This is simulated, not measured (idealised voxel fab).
Process module, titled voxel wiring stack
It is cross-section cut that appears here, measuring 205 nm in width, its square cells being 5 nm in size.
This document writes a cross-section as a grid whose cells are square, and gives it as bands, listed from the top down; one or more rows of cells form a band.
Look at the band entry: it leads with the top's height and the bottom's height in nm. Then it lists the materials left to right, with a width in nm for each. The word "throughout" on a single material says that material fills the band edge to edge. The word "air" is empty space.
Below 0: as-received wafer, all one material; heights counted from there. Lowest band: no bottom, goes on down, written "0 and below".
Width "30->40": first value at the band's top row of cells, second value at its bottom row, equal change from row to row.
Reading "nothing changed" for a step: not a cell of the cross-section changed in it.
Basically, "Tabulated closed voids" tells you about the enclosed voids: empty spaces with no open way to the top, 8 cells or bigger, each written width x height at distance, where distance is from the left edge, all in nm.
If you see something after the settings on a step's line, that's the simulator's own remark about that step.
"overlay nm" answers the question of how far to the right of plan the mask lay on a step that has a mask, and when it is negative the answer is to the left.

[Planned step list for the process]
- 1: RECEIVE | material Si
- 2: CONFORMAL_DEP | material SiO2 | thk nm 10
- 3: CONFORMAL_DEP | material SiCN | thk nm 5
- 4: DIRECTIONAL_DEP | material SiO2 | thk nm 25
- 5: PATTERN | tone open | mask id METAL_1 | material resist | width nm 25 | pitch nm 40 | thk nm 15 | overlay nm 0
- 6: DIRECTIONAL_ETCH | etch materials SiO2 | depth nm 25
- 7: DIRECTIONAL_ETCH | etch materials SiCN | depth nm 5
- 8: STRIP | etch materials resist
- 9: CONFORMAL_DEP | material TiN | thk nm 5
- 10: FILL_DEP | material Cu | thk nm 5
- 11: CMP | height nm 40
- 12: EPI | material Ru | thk nm 5
- 13: FILL_DEP | material SiCN | thk nm 5
- 14: DIRECTIONAL_DEP | material SiO2 | thk nm 10
- 15: MASKED_ETCH | tone open | mask id PLUG_1 | width nm 15 | pitch nm 40 | etch materials SiO2 | depth nm 10 | overlay nm 0
- 16: MASKED_ETCH | tone open | mask id PLUG_1 | width nm 15 | pitch nm 40 | etch materials SiCN | depth nm 5 | overlay nm 0
- 17: EPI | material Ru | thk nm 10
- 18: EPI | material Ru | thk nm 5
- 19: CONFORMAL_DEP | material SiN | thk nm 5
- 20: DIRECTIONAL_DEP | material SiO2 | thk nm 25
- 21: MASKED_ETCH | tone open | mask id METAL_2 | width nm 25 | pitch nm 40 | etch materials SiO2 | depth nm 25 | overlay nm 0
- 22: MASKED_ETCH | tone open | mask id METAL_2 | width nm 15 | pitch nm 40 | etch materials SiN | depth nm 5 | overlay nm 0
- 23: CONFORMAL_DEP | material TiN | thk nm 5
- 24: FILL_DEP | material Cu | thk nm 5
- 25: CMP | height nm 90
- 26: CONFORMAL_DEP | material SiCN | thk nm 5
- 27: DIRECTIONAL_DEP | material lowk | thk nm 15
- 28: MASKED_ETCH | tone open | mask id PLUG_2 | width nm 15 | pitch nm 40 | etch materials lowk | depth nm 15 | overlay nm 0
- 29: MASKED_ETCH | tone open | mask id PLUG_2 | width nm 15 | pitch nm 40 | etch materials SiCN | depth nm 5 | overlay nm 0
- 30: EPI | material Ru | thk nm 10
- 31: EPI | material Ru | thk nm 10
- 32: CONFORMAL_DEP | material SiCN | thk nm 5
- 33: DIRECTIONAL_DEP | material lowk | thk nm 20
- 34: DIRECTIONAL_DEP | material aC | thk nm 15
- 35: PATTERN | tone open | mask id METAL_3 | material resist | width nm 25 | pitch nm 40 | thk nm 35 | overlay nm 0
- 36: DIRECTIONAL_ETCH | etch materials aC | depth nm 15
- 37: STRIP | etch materials resist
- 38: DIRECTIONAL_ETCH | etch materials lowk | depth nm 20
- 39: DIRECTIONAL_ETCH | etch materials SiCN | depth nm 5
- 40: STRIP | etch materials aC
- 41: CONFORMAL_DEP | material TiN | thk nm 5
- 42: FILL_DEP | material Cu | thk nm 10
- 43: CMP | height nm 135
- 44: CONFORMAL_DEP | material SiN | thk nm 5
For clarity, it should be stated that the wafers under discussion commence in an identical condition and differ with respect to the width nm of step 22, the plan indicating the value that the first wafer had.

[This is how the first of several wafers looked in cross-section when it arrived, which is after step 1]
> 0 and below: Si throughout
> Tabulated closed voids: none

[Last step of the module is step 44; after it, the first of several wafers in cross-section]
> 140 down to 135: SiN throughout
> 135 down to 115: 30 nm lowk | 5 nm TiN | 15 nm Cu | 5 nm TiN | 15 nm lowk | 5 nm TiN | 15 nm Cu | 5 nm TiN | 15 nm lowk | 5 nm TiN | 15 nm Cu | 5 nm TiN | 15 nm lowk | 5 nm TiN | 15 nm Cu | 5 nm TiN | 30 nm lowk
> 115 down to 110: 30 nm SiCN | 25 nm TiN | 15 nm SiCN | 25 nm TiN | 15 nm SiCN | 25 nm TiN | 15 nm SiCN | 25 nm TiN | 30 nm SiCN
> 110 down to 95: 30 nm lowk | 15 nm Ru | 25 nm lowk | 15 nm Ru | 25 nm lowk | 15 nm Ru | 25 nm lowk | 15 nm Ru | 40 nm lowk
> 95 down to 90: 30 nm SiCN | 15 nm Ru | 25 nm SiCN | 15 nm Ru | 25 nm SiCN | 15 nm Ru | 25 nm SiCN | 15 nm Ru | 40 nm SiCN
> 90 down to 70: 30 nm SiO2 | 5 nm TiN | 15 nm Cu | 5 nm TiN | 15 nm SiO2 | 5 nm TiN | 15 nm Cu | 5 nm TiN | 15 nm SiO2 | 5 nm TiN | 15 nm Cu | 5 nm TiN | 15 nm SiO2 | 5 nm TiN | 15 nm Cu | 5 nm TiN | 30 nm SiO2
> 70 down to 65: 30 nm SiO2 | 10 nm TiN | 5 nm Cu | 10 nm TiN | 15 nm SiO2 | 10 nm TiN | 5 nm Cu | 10 nm TiN | 15 nm SiO2 | 10 nm TiN | 5 nm Cu | 10 nm TiN | 15 nm SiO2 | 10 nm TiN | 5 nm Cu | 10 nm TiN | 30 nm SiO2
> 65 down to 60: 35 nm SiN | 15 nm TiN | 25 nm SiN | 15 nm TiN | 25 nm SiN | 15 nm TiN | 25 nm SiN | 15 nm TiN | 35 nm SiN
> 60 down to 50: 30 nm SiO2 | 15 nm Ru | 25 nm SiO2 | 15 nm Ru | 25 nm SiO2 | 15 nm Ru | 25 nm SiO2 | 15 nm Ru | 40 nm SiO2
> 50 down to 40: 30->25 nm SiCN | 15->35 nm Ru | 25->5 nm SiCN | 15->35 nm Ru | 25->5 nm SiCN | 15->35 nm Ru | 25->5 nm SiCN | 15->35 nm Ru | 40->25 nm SiCN
> 40 down to 15: 30 nm SiO2 | 5 nm TiN | 15 nm Cu | 5 nm TiN | 15 nm SiO2 | 5 nm TiN | 15 nm Cu | 5 nm TiN | 15 nm SiO2 | 5 nm TiN | 15 nm Cu | 5 nm TiN | 15 nm SiO2 | 5 nm TiN | 15 nm Cu | 5 nm TiN | 30 nm SiO2
> 15 down to 10: 30 nm SiCN | 25 nm TiN | 15 nm SiCN | 25 nm TiN | 15 nm SiCN | 25 nm TiN | 15 nm SiCN | 25 nm TiN | 30 nm SiCN
> 10 down to 0: SiO2 throughout
> 0 and below: Si throughout
> Tabulated closed voids: none

[Cross-section at module completion, last wafer]
> 140 down to 135: SiN throughout
> 135 down to 115: 30 nm lowk | 5 nm TiN | 15 nm Cu | 5 nm TiN | 15 nm lowk | 5 nm TiN | 15 nm Cu | 5 nm TiN | 15 nm lowk | 5 nm TiN | 15 nm Cu | 5 nm TiN | 15 nm lowk | 5 nm TiN | 15 nm Cu | 5 nm TiN | 30 nm lowk
> 115 down to 110: 30 nm SiCN | 25 nm TiN | 15 nm SiCN | 25 nm TiN | 15 nm SiCN | 25 nm TiN | 15 nm SiCN | 25 nm TiN | 30 nm SiCN
> 110 down to 95: 30 nm lowk | 15 nm Ru | 25 nm lowk | 15 nm Ru | 25 nm lowk | 15 nm Ru | 25 nm lowk | 15 nm Ru | 40 nm lowk
> 95 down to 90: 30 nm SiCN | 15 nm Ru | 25 nm SiCN | 15 nm Ru | 25 nm SiCN | 15 nm Ru | 25 nm SiCN | 15 nm Ru | 40 nm SiCN
> 90 down to 65: 30 nm SiO2 | 5 nm TiN | 15 nm Cu | 5 nm TiN | 15 nm SiO2 | 5 nm TiN | 15 nm Cu | 5 nm TiN | 15 nm SiO2 | 5 nm TiN | 15 nm Cu | 5 nm TiN | 15 nm SiO2 | 5 nm TiN | 15 nm Cu | 5 nm TiN | 30 nm SiO2
> 65 down to 60: 30 nm SiN | 25 nm TiN | 15 nm SiN | 25 nm TiN | 15 nm SiN | 25 nm TiN | 15 nm SiN | 25 nm TiN | 30 nm SiN
> 60 down to 50: 30 nm SiO2 | 15 nm Ru | 25 nm SiO2 | 15 nm Ru | 25 nm SiO2 | 15 nm Ru | 25 nm SiO2 | 15 nm Ru | 40 nm SiO2
> 50 down to 40: 30->25 nm SiCN | 15->35 nm Ru | 25->5 nm SiCN | 15->35 nm Ru | 25->5 nm SiCN | 15->35 nm Ru | 25->5 nm SiCN | 15->35 nm Ru | 40->25 nm SiCN
> 40 down to 15: 30 nm SiO2 | 5 nm TiN | 15 nm Cu | 5 nm TiN | 15 nm SiO2 | 5 nm TiN | 15 nm Cu | 5 nm TiN | 15 nm SiO2 | 5 nm TiN | 15 nm Cu | 5 nm TiN | 15 nm SiO2 | 5 nm TiN | 15 nm Cu | 5 nm TiN | 30 nm SiO2
> 15 down to 10: 30 nm SiCN | 25 nm TiN | 15 nm SiCN | 25 nm TiN | 15 nm SiCN | 25 nm TiN | 15 nm SiCN | 25 nm TiN | 30 nm SiCN
> 10 down to 0: SiO2 throughout
> 0 and below: Si throughout
> Tabulated closed voids: none

[For your reference, the table is organized with a row per wafer; each row reflects the wafer at the end of the module, indicating for each material the cells gained (+) or lost (-) since receipt, and thereafter its closed voids]
width nm 15, +160 Cu, +112 Ru, +113 SiCN, +70 SiN, +350 SiO2, +172 TiN, +171 lowk, Tabulated closed voids: none
width nm 20, +164 Cu, +112 Ru, +113 SiCN, +66 SiN, +350 SiO2, +172 TiN, +171 lowk, Tabulated closed voids: none
width nm 25, +168 Cu, +112 Ru, +113 SiCN, +62 SiN, +350 SiO2, +172 TiN, +171 lowk, Tabulated closed voids: none
